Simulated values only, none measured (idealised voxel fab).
process module | voxel plated lines
cross-section cut | 240 nm wide | cells 5 nm
A cross-section is a grid of square cells, given in bands from the top down. A band is one or more rows of cells.
Each band's line starts with the height of the band's top and of its bottom, in nm. Then come its materials from left to right, each with its width in nm. One material with "throughout" fills the band from edge to edge. "air" is empty space.
Height 0 is the level under which the wafer as received is all one material. The lowest band goes on downwards, as in "0 down".
A width such as "30 to 40" changes by the same amount from each row of cells to the next, from the band's top row to its bottom row.
"no change" after a step means that no cell of the cross-section changed.
closed voids: empty space of 8 cells or more with no open way to the top, each as width x height at its distance from the left edge, in nm
after a step's settings: what the simulator itself notes on the step
overlay nm, on a step with a mask: how far to the right of its planned place the mask lay; to the left if negative
plan
1 op RECEIVE | material Si
2 op CONFORMAL_DEP | material SiN | thk nm 15
3 op DIRECTIONAL_DEP | material TiN | thk nm 5
4 op PATTERN | tone open | mask id LINES | material resist | width nm 20 | pitch nm 50 | thk nm 35 | overlay nm 0
5 op EPI | material Ru | thk nm 5
6 op EPI | material Ru | thk nm 5
7 op EPI | material Ru | thk nm 10
8 op STRIP | etch materials resist
9 op DIRECTIONAL_ETCH | etch materials TiN | depth nm 5
10 op CONFORMAL_DEP | material SiN | thk nm 10
as received, after step 1
  0 down: Si throughout
  closed voids: none
a wafer at the end: this start, this plan, one mistake
  50 to 40: air 45 | SiN 150 | air 45
  40 to 25: air 45 | SiN 10 | Ru 30 | SiN 20 | Ru 30 | SiN 20 | Ru 30 | SiN 10 | air 45
  25 to 20: SiN 55 | Ru 30 | SiN 20 | Ru 30 | SiN 20 | Ru 30 | SiN 55
  20 to 15: SiN 55 | TiN 30 | SiN 20 | TiN 30 | SiN 20 | TiN 30 | SiN 55
  15 to 0: SiN throughout
  0 down: Si throughout
  closed voids: none
what went wrong: step 4 ran as: op PATTERN | tone open | mask id LINES | material resist | width nm 30 | pitch nm 50 | thk nm 35 | overlay nm 0
